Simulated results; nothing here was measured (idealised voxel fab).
The process module presented herein is designated voxel trench capacitor.
Square cells of 5 nm make up the cross-section cut, whose width is 255 nm.
Just so we're on the same page, the cross-sections are grids of square cells, and they're listed out in bands top to bottom, each band one or more rows deep.
A band entry consists of two parts. The first gives the height of the band's top and the height of its bottom, in nm. The rest lists the band's materials from left to right, each with its width in nm. A single material labelled with the word "full width" fills the band from edge to edge, and the word "empty" marks empty space.
Measure heights from 0. That's the level where, below it, the as-received wafer is all one material. The lowest band is bottomless and extends downward; write it as in "0 and below".
Quick explanation for "30 to 40": the width changes in equal steps down the rows of cells, from the first number in the band's top row to the second number in its bottom row.
Where the words "nothing altered" appear for a step, the cross-section shows no cell changed by that step; every cell remained as before.
This entry, "Closed voids list", enumerates those empty regions of no fewer than 8 cells that possess no open connection to the top. Each region is reported in the form width x height at distance, the distance being taken from the left edge, with all three quantities expressed in nm.
Heads up: the bit after the settings on a step's line is the simulator's remark on that step.
A step line may carry the setting "overlay nm", which, for steps involving a mask, states the distance by which the mask lay to the right of its intended position; negative values denote displacement to the left.
Process steps (planned)
1,RECEIVE with material Si
2,CONFORMAL_DEP with material SiN, thk nm 10
3,DIRECTIONAL_DEP with material aC, thk nm 10
4,PATTERN with tone open, mask id TRENCH, material resist, width nm 30, pitch nm 55, thk nm 25, overlay nm 0
5,DIRECTIONAL_ETCH with etch materials aC, depth nm 10
6,STRIP with etch materials resist
7,DIRECTIONAL_ETCH with etch materials SiN, depth nm 10
8,DIRECTIONAL_ETCH with etch materials Si, depth nm 40
9,STRIP with etch materials aC
10,CONFORMAL_DEP with material Al2O3, thk nm 5
11,CONFORMAL_DEP with material TiN, thk nm 5
12,FILL_DEP with material W, thk nm 5
13,CMP with height nm 10
First of two wafers: run as planned
Cross-sectional view of the wafer in its as-received condition, corresponding to the state after step 1
	0 and below  Si full width
	Closed voids list: none
The following cross-section depicts the wafer upon completion of step 2
	10 down to 0  SiN full width
	Rest of section, below 0: as before.
The following cross-section depicts the wafer upon completion of step 3
	20 down to 10  aC full width
	Rest of section, below 10: as before.
The following cross-section depicts the wafer upon completion of step 4
	45 down to 20  resist (85), empty (30), resist (25), empty (30), resist (85)
	Rest of section, below 20: as before.
The following cross-section depicts the wafer upon completion of step 5
	35 down to 20  resist (85), empty (30), resist (25), empty (30), resist (85)
	20 down to 10  aC (85), empty (30), aC (25), empty (30), aC (85)
	Rest of section, below 10: as before.
The following cross-section depicts the wafer upon completion of step 6
	20 down to 10  aC (85), empty (30), aC (25), empty (30), aC (85)
	Rest of section, below 10: as before.
The following cross-section depicts the wafer upon completion of step 7
	20 down to 10  aC (85), empty (30), aC (25), empty (30), aC (85)
	10 down to 0  SiN (85), empty (30), SiN (25), empty (30), SiN (85)
	Rest of section, below 0: as before.
The following cross-section depicts the wafer upon completion of step 8
	20 down to 10  aC (85), empty (30), aC (25), empty (30), aC (85)
	10 down to 0  SiN (85), empty (30), SiN (25), empty (30), SiN (85)
	0 down to -40  Si (85), empty (30), Si (25), empty (30), Si (85)
	Rest of section, below -40: as before.
The following cross-section depicts the wafer upon completion of step 9
	10 down to 0  SiN (85), empty (30), SiN (25), empty (30), SiN (85)
	Rest of section, below 0: as before.
The following cross-section depicts the wafer upon completion of step 10
	15 down to 10  Al2O3 (90), empty (20), Al2O3 (35), empty (20), Al2O3 (90)
	10 down to 0  SiN (85), Al2O3 (5), empty (20), Al2O3 (5), SiN (25), Al2O3 (5), empty (20), Al2O3 (5), SiN (85)
	0 down to -35  Si (85), Al2O3 (5), empty (20), Al2O3 (5), Si (25), Al2O3 (5), empty (20), Al2O3 (5), Si (85)
	-35 down to -40  Si (85), Al2O3 (30), Si (25), Al2O3 (30), Si (85)
	Rest of section, below -40: as before.
The following cross-section depicts the wafer upon completion of step 11
	20 down to 15  TiN (95), empty (10), TiN (45), empty (10), TiN (95)
	15 down to 10  Al2O3 (90), TiN (5), empty (10), TiN (5), Al2O3 (35), TiN (5), empty (10), TiN (5), Al2O3 (90)
	10 down to 0  SiN (85), Al2O3 (5), TiN (5), empty (10), TiN (5), Al2O3 (5), SiN (25), Al2O3 (5), TiN (5), empty (10), TiN (5), Al2O3 (5), SiN (85)
	0 down to -30  Si (85), Al2O3 (5), TiN (5), empty (10), TiN (5), Al2O3 (5), Si (25), Al2O3 (5), TiN (5), empty (10), TiN (5), Al2O3 (5), Si (85)
	-30 down to -35  Si (85), Al2O3 (5), TiN (20), Al2O3 (5), Si (25), Al2O3 (5), TiN (20), Al2O3 (5), Si (85)
	Rest of section, below -35: as before.
The following cross-section depicts the wafer upon completion of step 12
	25 down to 20  W full width
	20 down to 15  TiN (95), W (10), TiN (45), W (10), TiN (95)
	15 down to 10  Al2O3 (90), TiN (5), W (10), TiN (5), Al2O3 (35), TiN (5), W (10), TiN (5), Al2O3 (90)
	10 down to 0  SiN (85), Al2O3 (5), TiN (5), W (10), TiN (5), Al2O3 (5), SiN (25), Al2O3 (5), TiN (5), W (10), TiN (5), Al2O3 (5), SiN (85)
	0 down to -30  Si (85), Al2O3 (5), TiN (5), W (10), TiN (5), Al2O3 (5), Si (25), Al2O3 (5), TiN (5), W (10), TiN (5), Al2O3 (5), Si (85)
	Rest of section, below -30: as before.
The following cross-section depicts the wafer upon completion of step 13
	10 down to 0  SiN (85), Al2O3 (5), TiN (5), W (10), TiN (5), Al2O3 (5), SiN (25), Al2O3 (5), TiN (5), W (10), TiN (5), Al2O3 (5), SiN (85)
	Rest of section, below 0: as before.
For the second wafer, take the first wafer's start and plan, then add one mistake made in running it; everything through step 3, that step included, is shared with the first
Cross-section: second wafer, time at which step 4 was scheduled to end
	45 down to 20  resist (90), empty (30), resist (25), empty (30), resist (80)
	Rest of section, below 20: as before.
Cross-section: second wafer, time at which step 5 was scheduled to end
	35 down to 20  resist (90), empty (30), resist (25), empty (30), resist (80)
	20 down to 10  aC (90), empty (30), aC (25), empty (30), aC (80)
	Rest of section, below 10: as before.
Cross-section: second wafer, time at which step 6 was scheduled to end
	20 down to 10  aC (90), empty (30), aC (25), empty (30), aC (80)
	Rest of section, below 10: as before.
Cross-section: second wafer, time at which step 7 was scheduled to end
	20 down to 10  aC (90), empty (30), aC (25), empty (30), aC (80)
	10 down to 0  SiN (90), empty (30), SiN (25), empty (30), SiN (80)
	Rest of section, below 0: as before.
Cross-section: second wafer, time at which step 8 was scheduled to end
	20 down to 10  aC (90), empty (30), aC (25), empty (30), aC (80)
	10 down to 0  SiN (90), empty (30), SiN (25), empty (30), SiN (80)
	0 down to -40  Si (90), empty (30), Si (25), empty (30), Si (80)
	Rest of section, below -40: as before.
Cross-section: second wafer, time at which step 9 was scheduled to end
	10 down to 0  SiN (90), empty (30), SiN (25), empty (30), SiN (80)
	Rest of section, below 0: as before.
Cross-section: second wafer, time at which step 10 was scheduled to end
	15 down to 10  Al2O3 (95), empty (20), Al2O3 (35), empty (20), Al2O3 (85)
	10 down to 0  SiN (90), Al2O3 (5), empty (20), Al2O3 (5), SiN (25), Al2O3 (5), empty (20), Al2O3 (5), SiN (80)
	0 down to -35  Si (90), Al2O3 (5), empty (20), Al2O3 (5), Si (25), Al2O3 (5), empty (20), Al2O3 (5), Si (80)
	-35 down to -40  Si (90), Al2O3 (30), Si (25), Al2O3 (30), Si (80)
	Rest of section, below -40: as before.
Cross-section: second wafer, time at which step 11 was scheduled to end
	20 down to 15  TiN (100), empty (10), TiN (45), empty (10), TiN (90)
	15 down to 10  Al2O3 (95), TiN (5), empty (10), TiN (5), Al2O3 (35), TiN (5), empty (10), TiN (5), Al2O3 (85)
	10 down to 0  SiN (90), Al2O3 (5), TiN (5), empty (10), TiN (5), Al2O3 (5), SiN (25), Al2O3 (5), TiN (5), empty (10), TiN (5), Al2O3 (5), SiN (80)
	0 down to -30  Si (90), Al2O3 (5), TiN (5), empty (10), TiN (5), Al2O3 (5), Si (25), Al2O3 (5), TiN (5), empty (10), TiN (5), Al2O3 (5), Si (80)
	-30 down to -35  Si (90), Al2O3 (5), TiN (20), Al2O3 (5), Si (25), Al2O3 (5), TiN (20), Al2O3 (5), Si (80)
	Rest of section, below -35: as before.
Cross-section: second wafer, time at which step 12 was scheduled to end
	25 down to 20  W full width
	20 down to 15  TiN (100), W (10), TiN (45), W (10), TiN (90)
	15 down to 10  Al2O3 (95), TiN (5), W (10), TiN (5), Al2O3 (35), TiN (5), W (10), TiN (5), Al2O3 (85)
	10 down to 0  SiN (90), Al2O3 (5), TiN (5), W (10), TiN (5), Al2O3 (5), SiN (25), Al2O3 (5), TiN (5), W (10), TiN (5), Al2O3 (5), SiN (80)
	0 down to -30  Si (90), Al2O3 (5), TiN (5), W (10), TiN (5), Al2O3 (5), Si (25), Al2O3 (5), TiN (5), W (10), TiN (5), Al2O3 (5), Si (80)
	Rest of section, below -30: as before.
Cross-section: second wafer, time at which step 13 was scheduled to end
	10 down to 0  SiN (90), Al2O3 (5), TiN (5), W (10), TiN (5), Al2O3 (5), SiN (25), Al2O3 (5), TiN (5), W (10), TiN (5), Al2O3 (5), SiN (80)
	Rest of section, below 0: as before.
Want to know what went wrong? for step 4, the planned setting was not used; the step was instead run as PATTERN with tone open, mask id TRENCH, material resist, width nm 30, pitch nm 55, thk nm 25, overlay nm 5
Final wafers compared: equal cell tally per material, rearranged layout.
